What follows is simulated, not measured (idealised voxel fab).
The document below concerns the process module designated voxel spacer lines.
It is cross-section cut that appears here, measuring 155 nm in width, its square cells being 5 nm in size.
Cross-section = grid of square cells, listed top down in bands; band = one or more rows.
Per band: top height and bottom height in nm, followed by the left-to-right materials and their widths in nm; "edge to edge" marks a single material spanning edge to edge, "empty" marks empty space.
Beneath 0, the wafer as received is one material, and that level is where height counting begins. The lowest band goes on downward without a bottom; it is written like "top 0, no bottom".
The two numbers in a width such as "30..40" mark its ends across the band: the first belongs to the top row of cells, the second to the bottom row, and from each row to the next the width moves by the same amount.
You'll sometimes find "left unchanged" written for a step, and that's the way of saying that nowhere in the cross-section did a cell change during that step.
In "Fully closed voids" the enclosed voids are listed, meaning empty spaces of 8 cells or larger without any opening to the top. The form is width x height at distance, distance from the left edge, units nm.
Formally, on a step line, whatever follows the settings is a remark that the simulator itself makes on the step.
"overlay nm", when on a step's line for a step with a mask, measures how far to the right of its planned place the mask lay; a negative measure means to the left.

### Planned process steps
step 1: RECEIVE, material Si
step 2: CONFORMAL_DEP, material Al2O3, thk nm 10
step 3: DIRECTIONAL_DEP, material W, thk nm 20
step 4: DIRECTIONAL_DEP, material aC, thk nm 30
step 5: PATTERN, tone cover, mask id MANDREL, material resist, width nm 20, pitch nm 60, thk nm 40, overlay nm 0
step 6: DIRECTIONAL_ETCH, etch materials aC, depth nm 30
step 7: STRIP, etch materials resist
step 8: CONFORMAL_DEP, material SiN, thk nm 10
step 9: DIRECTIONAL_ETCH, etch materials SiN, depth nm 10
step 10: STRIP, etch materials aC
step 11: DIRECTIONAL_ETCH, etch materials W, depth nm 20
step 12: STRIP, etch materials SiN

### Run as planned: first of two wafers

### Received-state cross-section, reflecting completion of step 1
> top 0, no bottom = Si edge to edge
> Fully closed voids: none

### Step 2 done - wafer cross-section
> top 10, bottom 0 = Al2O3 edge to edge
> Nothing below the height 0 has changed.

### Step 3 done - wafer cross-section
> top 30, bottom 10 = W edge to edge
> Nothing below the height 10 has changed.

### Step 4 done - wafer cross-section
> top 60, bottom 30 = aC edge to edge
> Nothing below the height 30 has changed.

### Step 5 done - wafer cross-section
> top 100, bottom 60 = 35 nm empty / 20 nm resist / 40 nm empty / 20 nm resist / 40 nm empty
> Nothing below the height 60 has changed.

### Step 6 done - wafer cross-section
> top 70, bottom 60 = 35 nm empty / 20 nm resist / 40 nm empty / 20 nm resist / 40 nm empty
> top 60, bottom 30 = 35 nm empty / 20 nm aC / 40 nm empty / 20 nm aC / 40 nm empty
> Nothing below the height 30 has changed.

### Step 7 done - wafer cross-section
> top 60, bottom 30 = 35 nm empty / 20 nm aC / 40 nm empty / 20 nm aC / 40 nm empty
> Nothing below the height 30 has changed.

### Step 8 done - wafer cross-section
> top 70, bottom 60 = 25 nm empty / 40 nm SiN / 20 nm empty / 40 nm SiN / 30 nm empty
> top 60, bottom 40 = 25 nm empty / 10 nm SiN / 20 nm aC / 10 nm SiN / 20 nm empty / 10 nm SiN / 20 nm aC / 10 nm SiN / 30 nm empty
> top 40, bottom 30 = 35 nm SiN / 20 nm aC / 40 nm SiN / 20 nm aC / 40 nm SiN
> Nothing below the height 30 has changed.

### Step 9 done - wafer cross-section
> top 60, bottom 30 = 25 nm empty / 10 nm SiN / 20 nm aC / 10 nm SiN / 20 nm empty / 10 nm SiN / 20 nm aC / 10 nm SiN / 30 nm empty
> Nothing below the height 30 has changed.

### Step 10 done - wafer cross-section
> top 60, bottom 30 = 25 nm empty / 10 nm SiN / 20 nm empty / 10 nm SiN / 20 nm empty / 10 nm SiN / 20 nm empty / 10 nm SiN / 30 nm empty
> Nothing below the height 30 has changed.

### Step 11 done - wafer cross-section
> top 60, bottom 30 = 25 nm empty / 10 nm SiN / 20 nm empty / 10 nm SiN / 20 nm empty / 10 nm SiN / 20 nm empty / 10 nm SiN / 30 nm empty
> top 30, bottom 10 = 25 nm empty / 10 nm W / 20 nm empty / 10 nm W / 20 nm empty / 10 nm W / 20 nm empty / 10 nm W / 30 nm empty
> Nothing below the height 10 has changed.

### Step 12 done - wafer cross-section
> top 30, bottom 10 = 25 nm empty / 10 nm W / 20 nm empty / 10 nm W / 20 nm empty / 10 nm W / 20 nm empty / 10 nm W / 30 nm empty
> Nothing below the height 10 has changed.

### Wafer two of the pair: same origin, same plan, one error during the run; identical to wafer one up to and including step 4

### Planned end of step 5: second wafer, cross-section
> top 100, bottom 60 = 35 nm resist / 20 nm empty / 40 nm resist / 20 nm empty / 40 nm resist
> Nothing below the height 60 has changed.

### Planned end of step 6: second wafer, cross-section
> top 70, bottom 60 = 35 nm resist / 20 nm empty / 40 nm resist / 20 nm empty / 40 nm resist
> top 60, bottom 30 = 35 nm aC / 20 nm empty / 40 nm aC / 20 nm empty / 40 nm aC
> Nothing below the height 30 has changed.

### Planned end of step 7: second wafer, cross-section
> top 60, bottom 30 = 35 nm aC / 20 nm empty / 40 nm aC / 20 nm empty / 40 nm aC
> Nothing below the height 30 has changed.

### Planned end of step 8: second wafer, cross-section
> top 70, bottom 60 = SiN edge to edge
> top 60, bottom 30 = 35 nm aC / 20 nm SiN / 40 nm aC / 20 nm SiN / 40 nm aC
> Nothing below the height 30 has changed.

### Planned end of step 9: second wafer, cross-section
> top 60, bottom 30 = 35 nm aC / 20 nm SiN / 40 nm aC / 20 nm SiN / 40 nm aC
> Nothing below the height 30 has changed.

### Planned end of step 10: second wafer, cross-section
> top 60, bottom 30 = 35 nm empty / 20 nm SiN / 40 nm empty / 20 nm SiN / 40 nm empty
> Nothing below the height 30 has changed.

### Planned end of step 11: second wafer, cross-section
> top 60, bottom 30 = 35 nm empty / 20 nm SiN / 40 nm empty / 20 nm SiN / 40 nm empty
> top 30, bottom 10 = 35 nm empty / 20 nm W / 40 nm empty / 20 nm W / 40 nm empty
> Nothing below the height 10 has changed.

### Planned end of step 12: second wafer, cross-section
> top 30, bottom 10 = 35 nm empty / 20 nm W / 40 nm empty / 20 nm W / 40 nm empty
> Nothing below the height 10 has changed.
What was done differently from what was planned? so step 5 ended up running with a different setting than we planned, it ran as PATTERN, tone open, mask id MANDREL, material resist, width nm 20, pitch nm 60, thk nm 40, overlay nm 0
at the end the second wafer has, in cells: as many of each material as the first, in other places
